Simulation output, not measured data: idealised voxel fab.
The name of this process module is voxel self aligned vias.
Cross-section cut spans 240 nm and uses square cells 5 nm in size.
Reading order for cross-sections: top band down to bottom band. Underlying form: a grid of square cells. Band size: one or more rows of cells.
Look at the band entry: it leads with the top's height and the bottom's height in nm. Then it lists the materials left to right, with a width in nm for each. The word "all across" on a single material says that material fills the band edge to edge. The word "blank" is empty space.
A quick word on heights: they are counted from 0, and under that level the wafer as it came to us is one material throughout. The lowest band is different from the rest in having no bottom; it simply continues downward, written as in "0 down".
Think of "30->40" as a width that walks from the first number to the second as you go down the band, top row to bottom row, taking equal-sized steps from row to row.
Any step labelled "nothing changed" changed none of the cells in the cross-section.
Empty spaces counting at least 8 cells and having no open way to the top are listed in "Trapped voids". The notation width x height at distance is used for each, the distance being from the left edge and all three values in nm.
Anything after a step's settings on that line? It's the simulator's own note about the step.
On any step carrying a mask, the "overlay nm" setting, if present on the step's line, tells how far right of its planned place the mask lay; negative values point to the left.
Each pair of cross-sections that follows straddles one process step: the one shows the state before the step, the other the state after it, down to the lowest band that changed and no further. The step in question, and its settings, are given under the pair. Note that a pair is not necessarily a continuation of the pair above it, since pairs can come from different runs of this module on the same starting wafer; it is a continuation only where its entry headed "Structure before processing" says so.
-- Structure before processing
0 down = Si all across
Trapped voids: none
-- Post-Process View
15 to 0 = SiO2 all across
Below 0, no change.
Trapped voids: none
Can you say which step sits between the two cross-sections above? CONFORMAL_DEP | material SiO2 | thk nm 15
Structure before processing: cross-section not repeated; it is the one shown after the step in the pair just above.
-- Post-Process View
20 to 15 = SiCN all across
Below 15, no change.
Trapped voids: none
Can you say which step sits between the two cross-sections above? CONFORMAL_DEP | material SiCN | thk nm 5
Structure before processing: cross-section not repeated; it is the one shown after the step in the pair just above.
-- Post-Process View
45 to 20 = lowk all across
Below 20, no change.
Trapped voids: none
Can you say which step sits between the two cross-sections above? DIRECTIONAL_DEP | material lowk | thk nm 25
Structure before processing: cross-section not repeated; it is the one shown after the step in the pair just above.
-- Post-Process View
60 to 45 = aC all across
Below 45, no change.
Trapped voids: none
Can you say which step sits between the two cross-sections above? DIRECTIONAL_DEP | material aC | thk nm 15
Structure before processing: cross-section not repeated; it is the one shown after the step in the pair just above.
-- Post-Process View
95 to 60 = 40 of resist, 25 of blank, 40 of resist, 25 of blank, 40 of resist, 25 of blank, 45 of resist
Below 60, no change.
Trapped voids: none
Can you say which step sits between the two cross-sections above? PATTERN | tone open | mask id LINES | material resist | width nm 25 | pitch nm 65 | thk nm 35 | overlay nm 0
Structure before processing: cross-section not repeated; it is the one shown after the step in the pair just above.
-- Post-Process View
80 to 60 = 40 of resist, 25 of blank, 40 of resist, 25 of blank, 40 of resist, 25 of blank, 45 of resist
60 to 45 = 40 of aC, 25 of blank, 40 of aC, 25 of blank, 40 of aC, 25 of blank, 45 of aC
Below 45, no change.
Trapped voids: none
Can you say which step sits between the two cross-sections above? DIRECTIONAL_ETCH | etch materials aC | depth nm 15
Structure before processing: cross-section not repeated; it is the one shown after the step in the pair just above.
-- Post-Process View
60 to 45 = 40 of aC, 25 of blank, 40 of aC, 25 of blank, 40 of aC, 25 of blank, 45 of aC
Below 45, no change.
Trapped voids: none
Can you say which step sits between the two cross-sections above? STRIP | etch materials resist
Structure before processing: cross-section not repeated; it is the one shown after the step in the pair just above.
-- Post-Process View
60 to 45 = 40 of aC, 25 of blank, 40 of aC, 25 of blank, 40 of aC, 25 of blank, 45 of aC
45 to 20 = 40 of lowk, 25 of blank, 40 of lowk, 25 of blank, 40 of lowk, 25 of blank, 45 of lowk
Below 20, no change.
Trapped voids: none
Can you say which step sits between the two cross-sections above? DIRECTIONAL_ETCH | etch materials lowk | depth nm 25
Structure before processing: cross-section not repeated; it is the one shown after the step in the pair just above.
-- Post-Process View
45 to 20 = 40 of lowk, 25 of blank, 40 of lowk, 25 of blank, 40 of lowk, 25 of blank, 45 of lowk
Below 20, no change.
Trapped voids: none
Can you say which step sits between the two cross-sections above? STRIP | etch materials aC
Structure before processing: cross-section not repeated; it is the one shown after the step in the pair just above.
-- Post-Process View
50 to 45 = 45 of TiN, 15 of blank, 50 of TiN, 15 of blank, 50 of TiN, 15 of blank, 50 of TiN
45 to 25 = 40 of lowk, 5 of TiN, 15 of blank, 5 of TiN, 40 of lowk, 5 of TiN, 15 of blank, 5 of TiN, 40 of lowk, 5 of TiN, 15 of blank, 5 of TiN, 45 of lowk
25 to 20 = 40 of lowk, 25 of TiN, 40 of lowk, 25 of TiN, 40 of lowk, 25 of TiN, 45 of lowk
Below 20, no change.
Trapped voids: none
Can you say which step sits between the two cross-sections above? CONFORMAL_DEP | material TiN | thk nm 5
Structure before processing: cross-section not repeated; it is the one shown after the step in the pair just above.
-- Post-Process View
55 to 50 = W all across
50 to 45 = 45 of TiN, 15 of W, 50 of TiN, 15 of W, 50 of TiN, 15 of W, 50 of TiN
45 to 25 = 40 of lowk, 5 of TiN, 15 of W, 5 of TiN, 40 of lowk, 5 of TiN, 15 of W, 5 of TiN, 40 of lowk, 5 of TiN, 15 of W, 5 of TiN, 45 of lowk
Below 25, no change.
Trapped voids: none
Can you say which step sits between the two cross-sections above? FILL_DEP | material W | thk nm 5
Structure before processing: cross-section not repeated; it is the one shown after the step in the pair just above.
-- Post-Process View
45 to 25 = 40 of lowk, 5 of TiN, 15 of W, 5 of TiN, 40 of lowk, 5 of TiN, 15 of W, 5 of TiN, 40 of lowk, 5 of TiN, 15 of W, 5 of TiN, 45 of lowk
Below 25, no change.
Trapped voids: none
Can you say which step sits between the two cross-sections above? CMP | height nm 45
Structure before processing: cross-section not repeated; it is the one shown after the step in the pair just above.
-- Post-Process View
45 to 35 = 40 of lowk, 25 of blank, 40 of lowk, 25 of blank, 40 of lowk, 25 of blank, 45 of lowk
Below 35, no change.
Trapped voids: none
Can you say which step sits between the two cross-sections above? SELECTIVE_ETCH | etch materials W Ru TiN | depth nm 10
Structure before processing: cross-section not repeated; it is the one shown after the step in the pair just above.
-- Post-Process View
50 to 45 = SiN all across
45 to 35 = 40 of lowk, 25 of SiN, 40 of lowk, 25 of SiN, 40 of lowk, 25 of SiN, 45 of lowk
Below 35, no change.
Trapped voids: none
Can you say which step sits between the two cross-sections above? FILL_DEP | material SiN | thk nm 5
Structure before processing: cross-section not repeated; it is the one shown after the step in the pair just above.
-- Post-Process View
45 to 35 = 40 of lowk, 25 of SiN, 40 of lowk, 25 of SiN, 40 of lowk, 25 of SiN, 45 of lowk
Below 35, no change.
Trapped voids: none
Can you say which step sits between the two cross-sections above? CMP | height nm 45
Structure before processing: cross-section not repeated; it is the one shown after the step in the pair just above.
-- Post-Process View
60 to 45 = lowk all across
Below 45, no change.
Trapped voids: none
Can you say which step sits between the two cross-sections above? DIRECTIONAL_DEP | material lowk | thk nm 15
Structure before processing: cross-section not repeated; it is the one shown after the step in the pair just above.
-- Post-Process View
60 to 45 = 35 of lowk, 35 of blank, 95 of lowk, 35 of blank, 40 of lowk
Below 45, no change.
Trapped voids: none
Can you say which step sits between the two cross-sections above? MASKED_ETCH | tone open | mask id VIAS | width nm 35 | pitch nm 130 | etch materials lowk | depth nm 15 | overlay nm 0
Structure before processing: cross-section not repeated; it is the one shown after the step in the pair just above.
-- Post-Process View
60 to 45 = 35 of lowk, 35 of blank, 95 of lowk, 35 of blank, 40 of lowk
45 to 35 = 40 of lowk, 25 of blank, 40 of lowk, 25 of SiN, 40 of lowk, 25 of blank, 45 of lowk
Below 35, no change.
Trapped voids: none
Can you say which step sits between the two cross-sections above? MASKED_ETCH | tone open | mask id VIAS | width nm 35 | pitch nm 130 | etch materials SiN | depth nm 10 | overlay nm 0
Structure before processing: cross-section not repeated; it is the one shown after the step in the pair just above.
-- Post-Process View
65 to 60 = 40 of TiN, 25 of blank, 105 of TiN, 25 of blank, 45 of TiN
60 to 50 = 35 of lowk, 5 of TiN, 25 of blank, 5 of TiN, 95 of lowk, 5 of TiN, 25 of blank, 5 of TiN, 40 of lowk
50 to 45 = 35 of lowk, 10 of TiN, 15 of blank, 10 of TiN, 95 of lowk, 10 of TiN, 15 of blank, 10 of TiN, 40 of lowk
45 to 40 = 40 of lowk, 5 of TiN, 15 of blank, 5 of TiN, 40 of lowk, 25 of SiN, 40 of lowk, 5 of TiN, 15 of blank, 5 of TiN, 45 of lowk
40 to 35 = 40 of lowk, 25 of TiN, 40 of lowk, 25 of SiN, 40 of lowk, 25 of TiN, 45 of lowk
Below 35, no change.
Trapped voids: none
Can you say which step sits between the two cross-sections above? CONFORMAL_DEP | material TiN | thk nm 5
Structure before processing: cross-section not repeated; it is the one shown after the step in the pair just above.
-- Post-Process View
70 to 65 = Cu all across
65 to 60 = 40 of TiN, 25 of Cu, 105 of TiN, 25 of Cu, 45 of TiN
60 to 50 = 35 of lowk, 5 of TiN, 25 of Cu, 5 of TiN, 95 of lowk, 5 of TiN, 25 of Cu, 5 of TiN, 40 of lowk
50 to 45 = 35 of lowk, 10 of TiN, 15 of Cu, 10 of TiN, 95 of lowk, 10 of TiN, 15 of Cu, 10 of TiN, 40 of lowk
45 to 40 = 40 of lowk, 5 of TiN, 15 of Cu, 5 of TiN, 40 of lowk, 25 of SiN, 40 of lowk, 5 of TiN, 15 of Cu, 5 of TiN, 45 of lowk
Below 40, no change.
Trapped voids: none
Can you say which step sits between the two cross-sections above? FILL_DEP | material Cu | thk nm 5
Structure before processing: cross-section not repeated; it is the one shown after the step in the pair just above.
-- Post-Process View
60 to 50 = 35 of lowk, 5 of TiN, 25 of Cu, 5 of TiN, 95 of lowk, 5 of TiN, 25 of Cu, 5 of TiN, 40 of lowk
Below 50, no change.
Trapped voids: none
Can you say which step sits between the two cross-sections above? CMP | height nm 60
Structure before processing: cross-section not repeated; it is the one shown after the step in the pair just above.
-- Post-Process View
65 to 60 = SiCN all across
Below 60, no change.
Trapped voids: none
Can you say which step sits between the two cross-sections above? CONFORMAL_DEP | material SiCN | thk nm 5
-- Structure before processing
15 to 0 = SiO2 all across
0 down = Si all across
Trapped voids: none
-- Post-Process View
40 to 15 = lowk all across
Below 15, no change.
Trapped voids: none
Can you say which step sits between the two cross-sections above? DIRECTIONAL_DEP | material lowk | thk nm 25
Structure before processing: cross-section not repeated; it is the one shown after the step in the pair just above.
-- Post-Process View
55 to 40 = aC all across
Below 40, no change.
Trapped voids: none
Can you say which step sits between the two cross-sections above? DIRECTIONAL_DEP | material aC | thk nm 15
Structure before processing: cross-section not repeated; it is the one shown after the step in the pair just above.
-- Post-Process View
90 to 55 = 40 of resist, 25 of blank, 40 of resist, 25 of blank, 40 of resist, 25 of blank, 45 of resist
Below 55, no change.
Trapped voids: none
Can you say which step sits between the two cross-sections above? PATTERN | tone open | mask id LINES | material resist | width nm 25 | pitch nm 65 | thk nm 35 | overlay nm 0
Structure before processing: cross-section not repeated; it is the one shown after the step in the pair just above.
-- Post-Process View
75 to 55 = 40 of resist, 25 of blank, 40 of resist, 25 of blank, 40 of resist, 25 of blank, 45 of resist
55 to 40 = 40 of aC, 25 of blank, 40 of aC, 25 of blank, 40 of aC, 25 of blank, 45 of aC
Below 40, no change.
Trapped voids: none
Can you say which step sits between the two cross-sections above? DIRECTIONAL_ETCH | etch materials aC | depth nm 15
Structure before processing: cross-section not repeated; it is the one shown after the step in the pair just above.
-- Post-Process View
55 to 40 = 40 of aC, 25 of blank, 40 of aC, 25 of blank, 40 of aC, 25 of blank, 45 of aC
Below 40, no change.
Trapped voids: none
Can you say which step sits between the two cross-sections above? STRIP | etch materials resist
Structure before processing: cross-section not repeated; it is the one shown after the step in the pair just above.
-- Post-Process View
55 to 40 = 40 of aC, 25 of blank, 40 of aC, 25 of blank, 40 of aC, 25 of blank, 45 of aC
40 to 15 = 40 of lowk, 25 of blank, 40 of lowk, 25 of blank, 40 of lowk, 25 of blank, 45 of lowk
Below 15, no change.
Trapped voids: none
Can you say which step sits between the two cross-sections above? DIRECTIONAL_ETCH | etch materials lowk | depth nm 25
Structure before processing: cross-section not repeated; it is the one shown after the step in the pair just above.
-- Post-Process View
40 to 15 = 40 of lowk, 25 of blank, 40 of lowk, 25 of blank, 40 of lowk, 25 of blank, 45 of lowk
Below 15, no change.
Trapped voids: none
Can you say which step sits between the two cross-sections above? STRIP | etch materials aC
Structure before processing: cross-section not repeated; it is the one shown after the step in the pair just above.
-- Post-Process View
45 to 40 = 45 of TiN, 15 of blank, 50 of TiN, 15 of blank, 50 of TiN, 15 of blank, 50 of TiN
40 to 20 = 40 of lowk, 5 of TiN, 15 of blank, 5 of TiN, 40 of lowk, 5 of TiN, 15 of blank, 5 of TiN, 40 of lowk, 5 of TiN, 15 of blank, 5 of TiN, 45 of lowk
20 to 15 = 40 of lowk, 25 of TiN, 40 of lowk, 25 of TiN, 40 of lowk, 25 of TiN, 45 of lowk
Below 15, no change.
Trapped voids: none
Can you say which step sits between the two cross-sections above? CONFORMAL_DEP | material TiN | thk nm 5
Structure before processing: cross-section not repeated; it is the one shown after the step in the pair just above.
-- Post-Process View
50 to 45 = W all across
45 to 40 = 45 of TiN, 15 of W, 50 of TiN, 15 of W, 50 of TiN, 15 of W, 50 of TiN
40 to 20 = 40 of lowk, 5 of TiN, 15 of W, 5 of TiN, 40 of lowk, 5 of TiN, 15 of W, 5 of TiN, 40 of lowk, 5 of TiN, 15 of W, 5 of TiN, 45 of lowk
Below 20, no change.
Trapped voids: none
Can you say which step sits between the two cross-sections above? FILL_DEP | material W | thk nm 5
Structure before processing: cross-section not repeated; it is the one shown after the step in the pair just above.
-- Post-Process View
45 to 40 = 45 of TiN, 15 of W, 50 of TiN, 15 of W, 50 of TiN, 15 of W, 50 of TiN
Below 40, no change.
Trapped voids: none
Can you say which step sits between the two cross-sections above? CMP | height nm 45
Structure before processing: cross-section not repeated; it is the one shown after the step in the pair just above.
-- Post-Process View
40 to 35 = 40 of lowk, 25 of blank, 40 of lowk, 25 of blank, 40 of lowk, 25 of blank, 45 of lowk
Below 35, no change.
Trapped voids: none
Can you say which step sits between the two cross-sections above? SELECTIVE_ETCH | etch materials W Ru TiN | depth nm 10
Structure before processing: cross-section not repeated; it is the one shown after the step in the pair just above.
-- Post-Process View
45 to 40 = SiN all across
40 to 35 = 40 of lowk, 25 of SiN, 40 of lowk, 25 of SiN, 40 of lowk, 25 of SiN, 45 of lowk
Below 35, no change.
Trapped voids: none
Can you say which step sits between the two cross-sections above? FILL_DEP | material SiN | thk nm 5
Structure before processing: cross-section not repeated; it is the one shown after the step in the pair just above.
-- Post-Process View
60 to 45 = lowk all across
Below 45, no change.
Trapped voids: none
Can you say which step sits between the two cross-sections above? DIRECTIONAL_DEP | material lowk | thk nm 15
Structure before processing: cross-section not repeated; it is the one shown after the step in the pair just above.
-- Post-Process View
60 to 45 = 35 of lowk, 35 of blank, 95 of lowk, 35 of blank, 40 of lowk
Below 45, no change.
Trapped voids: none
Can you say which step sits between the two cross-sections above? MASKED_ETCH | tone open | mask id VIAS | width nm 35 | pitch nm 130 | etch materials lowk | depth nm 15 | overlay nm 0
Structure before processing: cross-section not repeated; it is the one shown after the step in the pair just above.
-- Post-Process View
60 to 45 = 35 of lowk, 35 of blank, 95 of lowk, 35 of blank, 40 of lowk
45 to 40 = 35 of SiN, 35 of blank, 95 of SiN, 35 of blank, 40 of SiN
40 to 35 = 40 of lowk, 25 of blank, 40 of lowk, 25 of SiN, 40 of lowk, 25 of blank, 45 of lowk
Below 35, no change.
Trapped voids: none
Can you say which step sits between the two cross-sections above? MASKED_ETCH | tone open | mask id VIAS | width nm 35 | pitch nm 130 | etch materials SiN | depth nm 10 | overlay nm 0
Structure before processing: cross-section not repeated; it is the one shown after the step in the pair just above.
-- Post-Process View
65 to 60 = 40 of TiN, 25 of blank, 105 of TiN, 25 of blank, 45 of TiN
60 to 45 = 35 of lowk, 5 of TiN, 25 of blank, 5 of TiN, 95 of lowk, 5 of TiN, 25 of blank, 5 of TiN, 40 of lowk
45 to 40 = 35 of SiN, 10 of TiN, 15 of blank, 10 of TiN, 95 of SiN, 10 of TiN, 15 of blank, 10 of TiN, 40 of SiN
40 to 35 = 40 of lowk, 25 of TiN, 40 of lowk, 25 of SiN, 40 of lowk, 25 of TiN, 45 of lowk
Below 35, no change.
Trapped voids: none
Can you say which step sits between the two cross-sections above? CONFORMAL_DEP | material TiN | thk nm 5
Structure before processing: cross-section not repeated; it is the one shown after the step in the pair just above.
-- Post-Process View
70 to 65 = Cu all across
65 to 60 = 40 of TiN, 25 of Cu, 105 of TiN, 25 of Cu, 45 of TiN
60 to 45 = 35 of lowk, 5 of TiN, 25 of Cu, 5 of TiN, 95 of lowk, 5 of TiN, 25 of Cu, 5 of TiN, 40 of lowk
45 to 40 = 35 of SiN, 10 of TiN, 15 of Cu, 10 of TiN, 95 of SiN, 10 of TiN, 15 of Cu, 10 of TiN, 40 of SiN
Below 40, no change.
Trapped voids: none
Can you say which step sits between the two cross-sections above? FILL_DEP | material Cu | thk nm 5
Structure before processing: cross-section not repeated; it is the one shown after the step in the pair just above.
-- Post-Process View
60 to 45 = 35 of lowk, 5 of TiN, 25 of Cu, 5 of TiN, 95 of lowk, 5 of TiN, 25 of Cu, 5 of TiN, 40 of lowk
Below 45, no change.
Trapped voids: none
Can you say which step sits between the two cross-sections above? CMP | height nm 60
Structure before processing: cross-section not repeated; it is the one shown after the step in the pair just above.
-- Post-Process View
65 to 60 = SiCN all across
Below 60, no change.
Trapped voids: none
Can you say which step sits between the two cross-sections above? CONFORMAL_DEP | material SiCN | thk nm 5
-- Structure before processing
15 to 0 = SiO2 all across
0 down = Si all across
Trapped voids: none
-- Post-Process View
30 to 0 = SiO2 all across
Below 0, no change.
Trapped voids: none
Can you say which step sits between the two cross-sections above? CONFORMAL_DEP | material SiO2 | thk nm 15
Structure before processing: cross-section not repeated; it is the one shown after the step in the pair just above.
-- Post-Process View
35 to 30 = SiCN all across
Below 30, no change.
Trapped voids: none
Can you say which step sits between the two cross-sections above? CONFORMAL_DEP | material SiCN | thk nm 5
Structure before processing: cross-section not repeated; it is the one shown after the step in the pair just above.
-- Post-Process View
60 to 35 = lowk all across
Below 35, no change.
Trapped voids: none
Can you say which step sits between the two cross-sections above? DIRECTIONAL_DEP | material lowk | thk nm 25
Structure before processing: cross-section not repeated; it is the one shown after the step in the pair just above.
-- Post-Process View
75 to 60 = aC all across
Below 60, no change.
Trapped voids: none
Can you say which step sits between the two cross-sections above? DIRECTIONAL_DEP | material aC | thk nm 15
Structure before processing: cross-section not repeated; it is the one shown after the step in the pair just above.
-- Post-Process View
110 to 75 = 40 of resist, 25 of blank, 40 of resist, 25 of blank, 40 of resist, 25 of blank, 45 of resist
Below 75, no change.
Trapped voids: none
Can you say which step sits between the two cross-sections above? PATTERN | tone open | mask id LINES | material resist | width nm 25 | pitch nm 65 | thk nm 35 | overlay nm 0
Structure before processing: cross-section not repeated; it is the one shown after the step in the pair just above.
-- Post-Process View
95 to 75 = 40 of resist, 25 of blank, 40 of resist, 25 of blank, 40 of resist, 25 of blank, 45 of resist
75 to 60 = 40 of aC, 25 of blank, 40 of aC, 25 of blank, 40 of aC, 25 of blank, 45 of aC
Below 60, no change.
Trapped voids: none
Can you say which step sits between the two cross-sections above? DIRECTIONAL_ETCH | etch materials aC | depth nm 15
Structure before processing: cross-section not repeated; it is the one shown after the step in the pair just above.
-- Post-Process View
75 to 60 = 40 of aC, 25 of blank, 40 of aC, 25 of blank, 40 of aC, 25 of blank, 45 of aC
Below 60, no change.
Trapped voids: none
Can you say which step sits between the two cross-sections above? STRIP | etch materials resist
Structure before processing: cross-section not repeated; it is the one shown after the step in the pair just above.
-- Post-Process View
75 to 60 = 40 of aC, 25 of blank, 40 of aC, 25 of blank, 40 of aC, 25 of blank, 45 of aC
60 to 35 = 40 of lowk, 25 of blank, 40 of lowk, 25 of blank, 40 of lowk, 25 of blank, 45 of lowk
Below 35, no change.
Trapped voids: none
Can you say which step sits between the two cross-sections above? DIRECTIONAL_ETCH | etch materials lowk | depth nm 25
Structure before processing: cross-section not repeated; it is the one shown after the step in the pair just above.
-- Post-Process View
60 to 35 = 40 of lowk, 25 of blank, 40 of lowk, 25 of blank, 40 of lowk, 25 of blank, 45 of lowk
Below 35, no change.
Trapped voids: none
Can you say which step sits between the two cross-sections above? STRIP | etch materials aC
Structure before processing: cross-section not repeated; it is the one shown after the step in the pair just above.
-- Post-Process View
65 to 60 = 45 of TiN, 15 of blank, 50 of TiN, 15 of blank, 50 of TiN, 15 of blank, 50 of TiN
60 to 40 = 40 of lowk, 5 of TiN, 15 of blank, 5 of TiN, 40 of lowk, 5 of TiN, 15 of blank, 5 of TiN, 40 of lowk, 5 of TiN, 15 of blank, 5 of TiN, 45 of lowk
40 to 35 = 40 of lowk, 25 of TiN, 40 of lowk, 25 of TiN, 40 of lowk, 25 of TiN, 45 of lowk
Below 35, no change.
Trapped voids: none
Can you say which step sits between the two cross-sections above? CONFORMAL_DEP | material TiN | thk nm 5
Structure before processing: cross-section not repeated; it is the one shown after the step in the pair just above.
-- Post-Process View
70 to 65 = W all across
65 to 60 = 45 of TiN, 15 of W, 50 of TiN, 15 of W, 50 of TiN, 15 of W, 50 of TiN
60 to 40 = 40 of lowk, 5 of TiN, 15 of W, 5 of TiN, 40 of lowk, 5 of TiN, 15 of W, 5 of TiN, 40 of lowk, 5 of TiN, 15 of W, 5 of TiN, 45 of lowk
Below 40, no change.
Trapped voids: none
Can you say which step sits between the two cross-sections above? FILL_DEP | material W | thk nm 5
Structure before processing: cross-section not repeated; it is the one shown after the step in the pair just above.
-- Post-Process View
45 to 40 = 40 of lowk, 5 of TiN, 15 of W, 5 of TiN, 40 of lowk, 5 of TiN, 15 of W, 5 of TiN, 40 of lowk, 5 of TiN, 15 of W, 5 of TiN, 45 of lowk
Below 40, no change.
Trapped voids: none
Can you say which step sits between the two cross-sections above? CMP | height nm 45
Structure before processing: cross-section not repeated; it is the one shown after the step in the pair just above.
-- Post-Process View
45 to 35 = 40 of lowk, 25 of blank, 40 of lowk, 25 of blank, 40 of lowk, 25 of blank, 45 of lowk
Below 35, no change.
Trapped voids: none
Can you say which step sits between the two cross-sections above? SELECTIVE_ETCH | etch materials W Ru TiN | depth nm 10
Structure before processing: cross-section not repeated; it is the one shown after the step in the pair just above.
-- Post-Process View
50 to 45 = SiN all across
45 to 35 = 40 of lowk, 25 of SiN, 40 of lowk, 25 of SiN, 40 of lowk, 25 of SiN, 45 of lowk
Below 35, no change.
Trapped voids: none
Can you say which step sits between the two cross-sections above? FILL_DEP | material SiN | thk nm 5
Structure before processing: cross-section not repeated; it is the one shown after the step in the pair just above.
-- Post-Process View
45 to 35 = 40 of lowk, 25 of SiN, 40 of lowk, 25 of SiN, 40 of lowk, 25 of SiN, 45 of lowk
Below 35, no change.
Trapped voids: none
Can you say which step sits between the two cross-sections above? CMP | height nm 45
Structure before processing: cross-section not repeated; it is the one shown after the step in the pair just above.
-- Post-Process View
60 to 45 = lowk all across
Below 45, no change.
Trapped voids: none
Can you say which step sits between the two cross-sections above? DIRECTIONAL_DEP | material lowk | thk nm 15
Structure before processing: cross-section not repeated; it is the one shown after the step in the pair just above.
-- Post-Process View
60 to 45 = 35 of lowk, 35 of blank, 95 of lowk, 35 of blank, 40 of lowk
Below 45, no change.
Trapped voids: none
Can you say which step sits between the two cross-sections above? MASKED_ETCH | tone open | mask id VIAS | width nm 35 | pitch nm 130 | etch materials lowk | depth nm 15 | overlay nm 0
Structure before processing: cross-section not repeated; it is the one shown after the step in the pair just above.
-- Post-Process View
60 to 45 = 35 of lowk, 35 of blank, 95 of lowk, 35 of blank, 40 of lowk
45 to 35 = 40 of lowk, 25 of blank, 40 of lowk, 25 of SiN, 40 of lowk, 25 of blank, 45 of lowk
Below 35, no change.
Trapped voids: none
Can you say which step sits between the two cross-sections above? MASKED_ETCH | tone open | mask id VIAS | width nm 35 | pitch nm 130 | etch materials SiN | depth nm 10 | overlay nm 0
Structure before processing: cross-section not repeated; it is the one shown after the step in the pair just above.
-- Post-Process View
65 to 60 = 40 of TiN, 25 of blank, 105 of TiN, 25 of blank, 45 of TiN
60 to 50 = 35 of lowk, 5 of TiN, 25 of blank, 5 of TiN, 95 of lowk, 5 of TiN, 25 of blank, 5 of TiN, 40 of lowk
50 to 45 = 35 of lowk, 10 of TiN, 15 of blank, 10 of TiN, 95 of lowk, 10 of TiN, 15 of blank, 10 of TiN, 40 of lowk
45 to 40 = 40 of lowk, 5 of TiN, 15 of blank, 5 of TiN, 40 of lowk, 25 of SiN, 40 of lowk, 5 of TiN, 15 of blank, 5 of TiN, 45 of lowk
40 to 35 = 40 of lowk, 25 of TiN, 40 of lowk, 25 of SiN, 40 of lowk, 25 of TiN, 45 of lowk
Below 35, no change.
Trapped voids: none
Can you say which step sits between the two cross-sections above? CONFORMAL_DEP | material TiN | thk nm 5
Structure before processing: cross-section not repeated; it is the one shown after the step in the pair just above.
-- Post-Process View
70 to 65 = Cu all across
65 to 60 = 40 of TiN, 25 of Cu, 105 of TiN, 25 of Cu, 45 of TiN
60 to 50 = 35 of lowk, 5 of TiN, 25 of Cu, 5 of TiN, 95 of lowk, 5 of TiN, 25 of Cu, 5 of TiN, 40 of lowk
50 to 45 = 35 of lowk, 10 of TiN, 15 of Cu, 10 of TiN, 95 of lowk, 10 of TiN, 15 of Cu, 10 of TiN, 40 of lowk
45 to 40 = 40 of lowk, 5 of TiN, 15 of Cu, 5 of TiN, 40 of lowk, 25 of SiN, 40 of lowk, 5 of TiN, 15 of Cu, 5 of TiN, 45 of lowk
Below 40, no change.
Trapped voids: none
Can you say which step sits between the two cross-sections above? FILL_DEP | material Cu | thk nm 5
Structure before processing: cross-section not repeated; it is the one shown after the step in the pair just above.
-- Post-Process View
60 to 50 = 35 of lowk, 5 of TiN, 25 of Cu, 5 of TiN, 95 of lowk, 5 of TiN, 25 of Cu, 5 of TiN, 40 of lowk
Below 50, no change.
Trapped voids: none
Can you say which step sits between the two cross-sections above? CMP | height nm 60
Structure before processing: cross-section not repeated; it is the one shown after the step in the pair just above.
-- Post-Process View
65 to 60 = SiCN all across
Below 60, no change.
Trapped voids: none
Can you say which step sits between the two cross-sections above? CONFORMAL_DEP | material SiCN | thk nm 5
-- Structure before processing
0 down = Si all across
Trapped voids: none
-- Post-Process View
5 to 0 = SiCN all across
Below 0, no change.
Trapped voids: none
Can you say which step sits between the two cross-sections above? CONFORMAL_DEP | material SiCN | thk nm 5
Structure before processing: cross-section not repeated; it is the one shown after the step in the pair just above.
-- Post-Process View
20 to 5 = SiO2 all across
Below 5, no change.
Trapped voids: none
Can you say which step sits between the two cross-sections above? CONFORMAL_DEP | material SiO2 | thk nm 15
Structure before processing: cross-section not repeated; it is the one shown after the step in the pair just above.
-- Post-Process View
45 to 20 = lowk all across
Below 20, no change.
Trapped voids: none
Can you say which step sits between the two cross-sections above? DIRECTIONAL_DEP | material lowk | thk nm 25
Structure before processing: cross-section not repeated; it is the one shown after the step in the pair just above.
-- Post-Process View
60 to 45 = aC all across
Below 45, no change.
Trapped voids: none
Can you say which step sits between the two cross-sections above? DIRECTIONAL_DEP | material aC | thk nm 15
Structure before processing: cross-section not repeated; it is the one shown after the step in the pair just above.
-- Post-Process View
95 to 60 = 40 of resist, 25 of blank, 40 of resist, 25 of blank, 40 of resist, 25 of blank, 45 of resist
Below 60, no change.
Trapped voids: none
Can you say which step sits between the two cross-sections above? PATTERN | tone open | mask id LINES | material resist | width nm 25 | pitch nm 65 | thk nm 35 | overlay nm 0
Structure before processing: cross-section not repeated; it is the one shown after the step in the pair just above.
-- Post-Process View
80 to 60 = 40 of resist, 25 of blank, 40 of resist, 25 of blank, 40 of resist, 25 of blank, 45 of resist
60 to 45 = 40 of aC, 25 of blank, 40 of aC, 25 of blank, 40 of aC, 25 of blank, 45 of aC
Below 45, no change.
Trapped voids: none
Can you say which step sits between the two cross-sections above? DIRECTIONAL_ETCH | etch materials aC | depth nm 15
Structure before processing: cross-section not repeated; it is the one shown after the step in the pair just above.
-- Post-Process View
60 to 45 = 40 of aC, 25 of blank, 40 of aC, 25 of blank, 40 of aC, 25 of blank, 45 of aC
Below 45, no change.
Trapped voids: none
Can you say which step sits between the two cross-sections above? STRIP | etch materials resist
Structure before processing: cross-section not repeated; it is the one shown after the step in the pair just above.
-- Post-Process View
60 to 45 = 40 of aC, 25 of blank, 40 of aC, 25 of blank, 40 of aC, 25 of blank, 45 of aC
45 to 20 = 40 of lowk, 25 of blank, 40 of lowk, 25 of blank, 40 of lowk, 25 of blank, 45 of lowk
Below 20, no change.
Trapped voids: none
Can you say which step sits between the two cross-sections above? DIRECTIONAL_ETCH | etch materials lowk | depth nm 25
Structure before processing: cross-section not repeated; it is the one shown after the step in the pair just above.
-- Post-Process View
45 to 20 = 40 of lowk, 25 of blank, 40 of lowk, 25 of blank, 40 of lowk, 25 of blank, 45 of lowk
Below 20, no change.
Trapped voids: none
Can you say which step sits between the two cross-sections above? STRIP | etch materials aC
Structure before processing: cross-section not repeated; it is the one shown after the step in the pair just above.
-- Post-Process View
50 to 45 = 45 of TiN, 15 of blank, 50 of TiN, 15 of blank, 50 of TiN, 15 of blank, 50 of TiN
45 to 25 = 40 of lowk, 5 of TiN, 15 of blank, 5 of TiN, 40 of lowk, 5 of TiN, 15 of blank, 5 of TiN, 40 of lowk, 5 of TiN, 15 of blank, 5 of TiN, 45 of lowk
25 to 20 = 40 of lowk, 25 of TiN, 40 of lowk, 25 of TiN, 40 of lowk, 25 of TiN, 45 of lowk
Below 20, no change.
Trapped voids: none
Can you say which step sits between the two cross-sections above? CONFORMAL_DEP | material TiN | thk nm 5
Structure before processing: cross-section not repeated; it is the one shown after the step in the pair just above.
-- Post-Process View
55 to 50 = W all across
50 to 45 = 45 of TiN, 15 of W, 50 of TiN, 15 of W, 50 of TiN, 15 of W, 50 of TiN
45 to 25 = 40 of lowk, 5 of TiN, 15 of W, 5 of TiN, 40 of lowk, 5 of TiN, 15 of W, 5 of TiN, 40 of lowk, 5 of TiN, 15 of W, 5 of TiN, 45 of lowk
Below 25, no change.
Trapped voids: none
Can you say which step sits between the two cross-sections above? FILL_DEP | material W | thk nm 5
